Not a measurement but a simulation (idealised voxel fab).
The following process module bears the name voxel transistor to metal.
The figure presents cross-section cut, which has a width of 275 nm and is divided into square cells with an edge length of 5 nm.
Think of the cross-section as a grid of square cells. We describe it in bands, top to bottom, and each band covers one or more rows of those cells. For a band, the entry starts with two heights in nm, that of the top and then that of the bottom, and carries on with the band's materials in order from left to right, each alongside its width in nm; the word "throughout" beside a single material means it fills the band edge to edge, and "empty" means empty space. Height 0 is the level under which the wafer as received is all one material. The lowest band goes on downwards, as in "0 and below". Width spec "30 to 40" -> top row of cells at first value, bottom row at second value, equal per-row change in between. Basically "nothing got changed" means that step didn't change any cell in the cross-section. Listed in "closed voids": every empty space of 8 or more cells without an open way to the top. Form: width x height at distance, the distance being from the left edge, all in nm. Text after the settings on a step's line: the simulator's own remark on that step. The "overlay nm" setting may appear on a step's line; for a step that uses a mask, it gives how far to the right of its planned position the mask lay, and a negative value indicates the left.
The planned process steps are enumerated hereunder
- 1: RECEIVE,material Si
- 2: CONFORMAL_DEP,material SiO2,thk nm 5
- 3: CONFORMAL_DEP,material SiN,thk nm 15
- 4: DIRECTIONAL_DEP,material aC,thk nm 10
- 5: PATTERN,tone cover,mask id ACTIVE,material resist,width nm 95,pitch nm 120,thk nm 25,overlay nm 0
- 6: DIRECTIONAL_ETCH,etch materials aC,depth nm 10
- 7: STRIP,etch materials resist
- 8: DIRECTIONAL_ETCH,etch materials SiN,depth nm 15
- 9: DIRECTIONAL_ETCH,etch materials SiO2,depth nm 5
- 10: DIRECTIONAL_ETCH,etch materials Si,depth nm 25
- 11: STRIP,etch materials aC
- 12: OXIDIZE,depth nm 5
- 13: FILL_DEP,material SiO2,thk nm 15
- 14: CMP,height nm 20
- 15: SELECTIVE_ETCH,etch materials SiO2,depth nm 10
- 16: STRIP,etch materials SiN
- 17: SELECTIVE_ETCH,etch materials SiO2,depth nm 5
- 18: OXIDIZE,depth nm 5
- 19: DIRECTIONAL_DEP,material polySi,thk nm 30
- 20: DIRECTIONAL_DEP,material SiCN,thk nm 15
- 21: DIRECTIONAL_DEP,material aC,thk nm 15
- 22: PATTERN,tone cover,mask id GATE,material resist,width nm 25,pitch nm 120,thk nm 30,overlay nm 0
- 23: DIRECTIONAL_ETCH,etch materials aC,depth nm 15
- 24: STRIP,etch materials resist
- 25: DIRECTIONAL_ETCH,etch materials SiCN,depth nm 25
- 26: DIRECTIONAL_ETCH,etch materials polySi,depth nm 40
- 27: STRIP,etch materials aC
- 28: CONFORMAL_DEP,material SiO2,thk nm 5
- 29: DIRECTIONAL_ETCH,etch materials SiO2,depth nm 5
- 30: CONFORMAL_DEP,material SiN,thk nm 5
- 31: DIRECTIONAL_ETCH,etch materials SiN,depth nm 5
- 32: DIRECTIONAL_ETCH,etch materials SiO2,depth nm 5
- 33: EPI,material pSi,thk nm 5
- 34: FILL_DEP,material SiO2,thk nm 5
- 35: CMP,height nm 30
- 36: STRIP,etch materials polySi
- 37: SELECTIVE_ETCH,etch materials SiO2,depth nm 5
- 38: CONFORMAL_DEP,material HfO2,thk nm 5
- 39: CONFORMAL_DEP,material TiN,thk nm 5
- 40: FILL_DEP,material W,thk nm 10
- 41: CMP,height nm 25
- 42: DIRECTIONAL_DEP,material SiO2,thk nm 15
- 43: DIRECTIONAL_DEP,material aC,thk nm 15
- 44: PATTERN,tone open,mask id CONTACT,material resist,width nm 15,thk nm 30,overlay nm 0
- 45: DIRECTIONAL_ETCH,etch materials aC,depth nm 15
- 46: STRIP,etch materials resist
- 47: DIRECTIONAL_ETCH,etch materials SiO2,depth nm 40
- 48: STRIP,etch materials aC
- 49: CONFORMAL_DEP,material TiN,thk nm 5
- 50: FILL_DEP,material W,thk nm 5
- 51: CMP,height nm 40
- 52: CONFORMAL_DEP,material SiN,thk nm 5
- 53: DIRECTIONAL_DEP,material SiO2,thk nm 20
- 54: PATTERN,tone open,mask id METAL_1,material resist,width nm 15,thk nm 15,overlay nm 0
- 55: DIRECTIONAL_ETCH,etch materials SiO2,depth nm 20
- 56: DIRECTIONAL_ETCH,etch materials SiN,depth nm 5
- 57: STRIP,etch materials resist
- 58: CONFORMAL_DEP,material TiN,thk nm 5
- 59: FILL_DEP,material Cu,thk nm 5
- 60: CMP,height nm 65
- 61: CONFORMAL_DEP,material SiCN,thk nm 5
- 62: DIRECTIONAL_DEP,material lowk,thk nm 30
- 63: MASKED_ETCH,tone open,mask id METAL_2,width nm 15,pitch nm 120,etch materials lowk,depth nm 20,overlay nm 0
- 64: PATTERN,tone open,mask id METAL_2_HOLES,material resist,width nm 15,pitch nm 120,thk nm 20,overlay nm 0
- 65: DIRECTIONAL_ETCH,etch materials lowk,depth nm 10
- 66: DIRECTIONAL_ETCH,etch materials SiCN,depth nm 5
- 67: STRIP,etch materials resist
- 68: CONFORMAL_DEP,material TiN,thk nm 5
- 69: FILL_DEP,material Cu,thk nm 10
- 70: CMP,height nm 100
- 71: CONFORMAL_DEP,material SiN,thk nm 5
Cross-section: wafer on arrival = after step 1
- 0 and below | Si throughout
- closed voids: none
Cross-section taken at module completion on the first of two wafers; processed per the plan
- 105 down to 100 | SiN throughout
- 100 down to 70 | 35 of lowk; 5 of TiN; 5 of Cu; 5 of TiN; 105 of lowk; 5 of TiN; 5 of Cu; 5 of TiN; 105 of lowk
- 70 down to 65 | 35 of SiCN; 15 of TiN; 105 of SiCN; 15 of TiN; 105 of SiCN
- 65 down to 45 | 35 of SiO2; 5 of TiN; 5 of Cu; 5 of TiN; 55 of SiO2; 5 of TiN; 5 of Cu; 5 of TiN; 35 of SiO2; 5 of TiN; 5 of Cu; 5 of TiN; 55 of SiO2; 5 of TiN; 5 of Cu; 5 of TiN; 35 of SiO2
- 45 down to 40 | 35 of SiN; 15 of TiN; 55 of SiN; 15 of TiN; 35 of SiN; 15 of TiN; 55 of SiN; 15 of TiN; 35 of SiN
- 40 down to 25 | 35 of SiO2; 5 of TiN; 5 of W; 5 of TiN; 55 of SiO2; 5 of TiN; 5 of W; 5 of TiN; 35 of SiO2; 5 of TiN; 5 of W; 5 of TiN; 55 of SiO2; 5 of TiN; 5 of W; 5 of TiN; 35 of SiO2
- 25 down to 5 | 35 of SiO2; 5 of TiN; 5 of W; 5 of TiN; 5 of SiO2; 5 of SiN; 5 of HfO2; 5 of TiN; 15 of W; 5 of TiN; 5 of HfO2; 5 of SiN; 5 of SiO2; 5 of TiN; 5 of W; 5 of TiN; 35 of SiO2; 5 of TiN; 5 of W; 5 of TiN; 5 of SiO2; 5 of SiN; 5 of HfO2; 5 of TiN; 15 of W; 5 of TiN; 5 of HfO2; 5 of SiN; 5 of SiO2; 5 of TiN; 5 of W; 5 of TiN; 35 of SiO2
- 5 down to 0 | 30 of SiO2; 5 of SiN; 15 of TiN; 5 of SiO2; 5 of SiN; 5 of HfO2; 25 of TiN; 5 of HfO2; 5 of SiN; 5 of SiO2; 15 of TiN; 5 of SiN; 25 of SiO2; 5 of SiN; 15 of TiN; 5 of SiO2; 5 of SiN; 5 of HfO2; 25 of TiN; 5 of HfO2; 5 of SiN; 5 of SiO2; 15 of TiN; 5 of SiN; 30 of SiO2
- 0 down to -5 | 35 of SiO2; 20 of pSi; 5 of SiO2; 35 of HfO2; 5 of SiO2; 20 of pSi; 35 of SiO2; 20 of pSi; 5 of SiO2; 35 of HfO2; 5 of SiO2; 20 of pSi; 35 of SiO2
- -5 down to -30 | 35 of SiO2; 85 of Si; 35 of SiO2; 85 of Si; 35 of SiO2
- -30 and below | Si throughout
- closed voids: none
Second of two wafers, module complete, sectioned: it shares the first wafer's start and plan but was run with one mistake
- 105 down to 100 | SiN throughout
- 100 down to 70 | 35 of lowk; 5 of TiN; 5 of Cu; 5 of TiN; 105 of lowk; 5 of TiN; 5 of Cu; 5 of TiN; 105 of lowk
- 70 down to 65 | 35 of SiCN; 15 of TiN; 105 of SiCN; 15 of TiN; 105 of SiCN
- 65 down to 45 | 35 of SiO2; 5 of TiN; 5 of Cu; 5 of TiN; 55 of SiO2; 5 of TiN; 5 of Cu; 5 of TiN; 35 of SiO2; 5 of TiN; 5 of Cu; 5 of TiN; 55 of SiO2; 5 of TiN; 5 of Cu; 5 of TiN; 35 of SiO2
- 45 down to 40 | 35 of SiN; 15 of TiN; 55 of SiN; 15 of TiN; 35 of SiN; 15 of TiN; 55 of SiN; 15 of TiN; 35 of SiN
- 40 down to 30 | 35 of SiO2; 5 of TiN; 5 of W; 5 of TiN; 55 of SiO2; 5 of TiN; 5 of W; 5 of TiN; 35 of SiO2; 5 of TiN; 5 of W; 5 of TiN; 55 of SiO2; 5 of TiN; 5 of W; 5 of TiN; 35 of SiO2
- 30 down to 25 | 35 of SiO2; 15 of TiN; 55 of SiO2; 15 of TiN; 35 of SiO2; 15 of TiN; 55 of SiO2; 15 of TiN; 35 of SiO2
- 25 down to 20 | 55 of HfO2; 5 of SiN; 5 of HfO2; 5 of TiN; 15 of W; 5 of TiN; 5 of HfO2; 5 of SiN; 75 of HfO2; 5 of SiN; 5 of HfO2; 5 of TiN; 15 of W; 5 of TiN; 5 of HfO2; 5 of SiN; 55 of HfO2
- 20 down to 5 | 55 of SiO2; 5 of SiN; 5 of HfO2; 5 of TiN; 15 of W; 5 of TiN; 5 of HfO2; 5 of SiN; 75 of SiO2; 5 of SiN; 5 of HfO2; 5 of TiN; 15 of W; 5 of TiN; 5 of HfO2; 5 of SiN; 55 of SiO2
- 5 down to 0 | 30 of SiO2; 5 of SiN; 20 of SiO2; 5 of SiN; 5 of HfO2; 25 of TiN; 5 of HfO2; 5 of SiN; 20 of SiO2; 5 of SiN; 25 of SiO2; 5 of SiN; 20 of SiO2; 5 of SiN; 5 of HfO2; 25 of TiN; 5 of HfO2; 5 of SiN; 20 of SiO2; 5 of SiN; 30 of SiO2
- 0 down to -5 | 35 of SiO2; 20 of pSi; 5 of SiO2; 35 of HfO2; 5 of SiO2; 20 of pSi; 35 of SiO2; 20 of pSi; 5 of SiO2; 35 of HfO2; 5 of SiO2; 20 of pSi; 35 of SiO2
- -5 down to -30 | 35 of SiO2; 85 of Si; 35 of SiO2; 85 of Si; 35 of SiO2
- -30 and below | Si throughout
- closed voids: none
Deviation noted in wafer processing: so step 35 ended up running with a different setting than we planned, it ran as CMP,height nm 25
Final difference in cells, second wafer against first, listed per material as more or fewer: +37 HfO2, +23 SiO2, -40 TiN, -20 W
